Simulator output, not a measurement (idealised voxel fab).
process module | voxel gate over fins
cross-section cut | 260 nm wide | cells 5 nm
A cross-section is a grid of square cells, given in bands from the top down. A band is one or more rows of cells.
Each band's line starts with the height of the band's top and of its bottom, in nm. Then come its materials from left to right, each with its width in nm. One material with "throughout" fills the band from edge to edge. "air" is empty space.
Height 0 is the level under which the wafer as received is all one material. The lowest band goes on downwards, as in "0 down".
A width such as "30 to 40" changes by the same amount from each row of cells to the next, from the band's top row to its bottom row.
"no change" after a step means that no cell of the cross-section changed.
closed voids: empty space of 8 cells or more with no open way to the top, each as width x height at its distance from the left edge, in nm
after a step's settings: what the simulator itself notes on the step
overlay nm, on a step with a mask: how far to the right of its planned place the mask lay; to the left if negative
plan
1 op RECEIVE | material Si
2 op CONFORMAL_DEP | material SiN | thk nm 10
3 op DIRECTIONAL_DEP | material aC | thk nm 10
4 op PATTERN | tone cover | mask id FINS | material resist | width nm 15 | pitch nm 40 | thk nm 30 | overlay nm 0
5 op DIRECTIONAL_ETCH | etch materials aC | depth nm 10
6 op STRIP | etch materials resist
7 op DIRECTIONAL_ETCH | etch materials SiN | depth nm 10
8 op DIRECTIONAL_ETCH | etch materials Si | depth nm 30
9 op STRIP | etch materials aC
10 op FILL_DEP | material SiO2 | thk nm 5
11 op CMP | height nm 10
12 op SELECTIVE_ETCH | etch materials SiO2 | depth nm 25
13 op STRIP | etch materials SiN
14 op CONFORMAL_DEP | material HfO2 | thk nm 5
15 op CONFORMAL_DEP | material TiN | thk nm 5
16 op CONFORMAL_DEP | material TiAl | thk nm 5
17 op CONFORMAL_DEP | material TiN | thk nm 5
18 op FILL_DEP | material W | thk nm 10
19 op CMP | height nm 25
20 op CONFORMAL_DEP | material SiCN | thk nm 10
as received, after step 1
  0 down: Si throughout
  closed voids: none
a wafer at the end: this start, this plan, one mistake
  35 to 25: SiCN throughout
  25 to 20: W throughout
  20 to 15: TiN throughout
  15 to 10: TiAl throughout
  10 to 5: TiN throughout
  5 to 0: HfO2 105 | TiN 5 | HfO2 35 | TiN 5 | HfO2 110
  0 to -10: Si 100 | HfO2 5 | TiN 5 | HfO2 5 | Si 25 | HfO2 5 | TiN 5 | HfO2 5 | Si 105
  -10 to -15: Si 100 | HfO2 15 | Si 25 | HfO2 15 | Si 105
  -15 to -30: Si 100 | SiO2 15 | Si 25 | SiO2 15 | Si 105
  -30 down: Si throughout
  closed voids: none
what went wrong: step 4 ran as: op PATTERN | tone open | mask id FINS | material resist | width nm 15 | pitch nm 40 | thk nm 30 | overlay nm 0
